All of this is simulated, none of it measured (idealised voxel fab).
Module name: voxel gate over fins (process module)
We display cut, a cross-section 255 nm in width whose square cells are each 5 nm.
How to read a cross-section here: the picture is a grid of square cells, written as bands going from the top down, and any band can span one or more rows of cells. This entry defines a band. It first specifies the height of the band's top and the height of its bottom in nm, and then specifies the band's materials from left to right, stating each material with its width in nm. The word "edge to edge" identifies a single material that fills the band from edge to edge, while the word "blank" identifies empty space. Below 0: as-received wafer, all one material; heights counted from there. Lowest band: no bottom, goes on down, written "from 0 down". Width: "30..40" (first number = top row, second number = bottom row, same change from row to row of cells). Reading "remained the same" for a step: not a cell of the cross-section changed in it. "Internal closed voids" specifies each empty space that is not open to the top and that occupies no fewer than 8 cells, using the form width x height at distance, the distance measured from the left edge and all three quantities in nm. after a step's settings: what the simulator itself notes on the step. Each step line may optionally specify "overlay nm", which for a step with a mask gives the rightward distance between the mask's planned place and where it lay, a negative value indicating the leftward direction.

Plan:
step 1: RECEIVE | material Si
step 2: CONFORMAL_DEP | material SiN | thk nm 5
step 3: DIRECTIONAL_DEP | material aC | thk nm 10
step 4: PATTERN | tone cover | mask id FINS | material resist | width nm 15 | pitch nm 50 | thk nm 25 | overlay nm 0
step 5: DIRECTIONAL_ETCH | etch materials aC | depth nm 10
step 6: STRIP | etch materials resist
step 7: DIRECTIONAL_ETCH | etch materials SiN | depth nm 5
step 8: DIRECTIONAL_ETCH | etch materials Si | depth nm 30
step 9: STRIP | etch materials aC
step 10: FILL_DEP | material SiO2 | thk nm 15
step 11: CMP | height nm 5
step 12: MASKED_ETCH | tone open | mask id RAIL | width nm 15 | etch materials SiO2 | depth nm 30 | overlay nm 0
step 13: CONFORMAL_DEP | material TiN | thk nm 5
step 14: FILL_DEP | material W | thk nm 10
step 15: CMP | height nm 5
step 16: SELECTIVE_ETCH | etch materials W Ru TiN | depth nm 25
step 17: FILL_DEP | material SiO2 | thk nm 5
step 18: CMP | height nm 5
step 19: SELECTIVE_ETCH | etch materials SiO2 | depth nm 15
step 20: STRIP | etch materials SiN
step 21: CONFORMAL_DEP | material HfO2 | thk nm 5
step 22: CONFORMAL_DEP | material TiN | thk nm 5
step 23: CONFORMAL_DEP | material TiAl | thk nm 5
step 24: CONFORMAL_DEP | material TiN | thk nm 5
step 25: FILL_DEP | material W | thk nm 15
step 26: CMP | height nm 30
step 27: CONFORMAL_DEP | material SiN | thk nm 5

Cross-sectional view of the wafer in its as-received condition, corresponding to the state after step 1:
	from 0 down  Si edge to edge
	Internal closed voids: none

The first of two wafers, cross-sectioned at the end of the module, with the run proceeding as planned:
	from 35 to 30  SiN edge to edge
	from 30 to 20  W edge to edge
	from 20 to 15  W: 50  TiN: 155  W: 50
	from 15 to 10  W: 50  TiN: 5  TiAl: 45  TiN: 5  TiAl: 45  TiN: 5  TiAl: 45  TiN: 5  W: 50
	from 10 to 5  TiN: 55  TiAl: 5  TiN: 35  TiAl: 5  TiN: 5  TiAl: 5  TiN: 35  TiAl: 5  TiN: 5  TiAl: 5  TiN: 35  TiAl: 5  TiN: 55
	from 5 to 0  TiAl: 60  TiN: 5  HfO2: 25  TiN: 5  TiAl: 15  TiN: 5  HfO2: 25  TiN: 5  TiAl: 15  TiN: 5  HfO2: 25  TiN: 5  TiAl: 60
	from 0 to -5  TiN: 65  HfO2: 5  Si: 15  HfO2: 5  TiN: 25  HfO2: 5  Si: 15  HfO2: 5  TiN: 25  HfO2: 5  Si: 15  HfO2: 5  TiN: 65
	from -5 to -10  HfO2: 70  Si: 15  HfO2: 35  Si: 15  HfO2: 35  Si: 15  HfO2: 70
	from -10 to -20  SiO2: 70  Si: 15  SiO2: 35  Si: 15  SiO2: 35  Si: 15  SiO2: 70
	from -20 to -25  SiO2: 70  Si: 15  SiO2: 10  TiN: 15  SiO2: 10  Si: 15  SiO2: 35  Si: 15  SiO2: 70
	from -25 to -30  SiO2: 70  Si: 15  SiO2: 35  Si: 15  SiO2: 35  Si: 15  SiO2: 70
	from -30 down  Si edge to edge
	Internal closed voids: none

Here's the second of our two wafers sectioned at module end. Same start as the first, same plan, but one mistake got made running it:
	from 35 to 30  SiN edge to edge
	from 30 to 20  W edge to edge
	from 20 to 15  W: 50  TiN: 155  W: 50
	from 15 to 10  W: 50  TiN: 5  TiAl: 45  TiN: 5  TiAl: 45  TiN: 5  TiAl: 45  TiN: 5  W: 50
	from 10 to 5  TiN: 55  TiAl: 5  W: 35  TiAl: 5  TiN: 5  TiAl: 5  W: 35  TiAl: 5  TiN: 5  TiAl: 5  W: 35  TiAl: 5  TiN: 55
	from 5 to 0  TiAl: 60  W: 5  HfO2: 25  W: 5  TiAl: 15  W: 5  HfO2: 25  W: 5  TiAl: 15  W: 5  HfO2: 25  W: 5  TiAl: 60
	from 0 to -5  W: 65  HfO2: 5  Si: 15  HfO2: 5  W: 25  HfO2: 5  Si: 15  HfO2: 5  W: 25  HfO2: 5  Si: 15  HfO2: 5  W: 65
	from -5 to -10  HfO2: 70  Si: 15  HfO2: 35  Si: 15  HfO2: 35  Si: 15  HfO2: 70
	from -10 to -20  SiO2: 70  Si: 15  SiO2: 35  Si: 15  SiO2: 35  Si: 15  SiO2: 70
	from -20 to -25  SiO2: 70  Si: 15  SiO2: 10  TiN: 15  SiO2: 10  Si: 15  SiO2: 35  Si: 15  SiO2: 70
	from -25 to -30  SiO2: 70  Si: 15  SiO2: 35  Si: 15  SiO2: 35  Si: 15  SiO2: 70
	from -30 down  Si edge to edge
	Internal closed voids: none
Against the plan, the run slipped here: step 22 was run on a setting that differed from the plan, and what really ran there is CONFORMAL_DEP | material W | thk nm 5
At the finish, the second wafer shows more or fewer cells for some materials than the first does: -63 TiN; +63 W
